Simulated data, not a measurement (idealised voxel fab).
process module | voxel released beams
cross-section cut | 210 nm wide | cells 5 nm
A cross-section is a grid of square cells, given in bands from the top down. A band is one or more rows of cells.
Each band's line starts with the height of the band's top and of its bottom, in nm. Then come its materials from left to right, each with its width in nm. One material with "throughout" fills the band from edge to edge. "air" is empty space.
Height 0 is the level under which the wafer as received is all one material. The lowest band goes on downwards, as in "0 down".
A width such as "30 to 40" changes by the same amount from each row of cells to the next, from the band's top row to its bottom row.
"no change" after a step means that no cell of the cross-section changed.
closed voids: empty space of 8 cells or more with no open way to the top, each as width x height at its distance from the left edge, in nm
after a step's settings: what the simulator itself notes on the step
overlay nm, on a step with a mask: how far to the right of its planned place the mask lay; to the left if negative
plan
1 op RECEIVE | material Si
2 op CONFORMAL_DEP | material Al2O3 | thk nm 10
3 op DIRECTIONAL_DEP | material SiO2 | thk nm 15
4 op MASKED_ETCH | tone open | mask id ANCHOR | width nm 40 | etch materials SiO2 | depth nm 15 | overlay nm 0
5 op CONFORMAL_DEP | material SiN | thk nm 15
6 op MASKED_ETCH | tone cover | mask id BEAM | width nm 125 | etch materials SiN | depth nm 15 | overlay nm 0
7 op STRIP | etch materials SiO2
as received, after step 1
  0 down: Si throughout
  closed voids: none
a wafer at the end: this start, this plan, one mistake
  40 to 25: air 40 | SiN 125 | air 45
  25 to 10: SiN throughout
  10 to 0: Al2O3 throughout
  0 down: Si throughout
  closed voids: none
what went wrong: step 3 ran as: op DIRECTIONAL_DEP | material SiN | thk nm 15
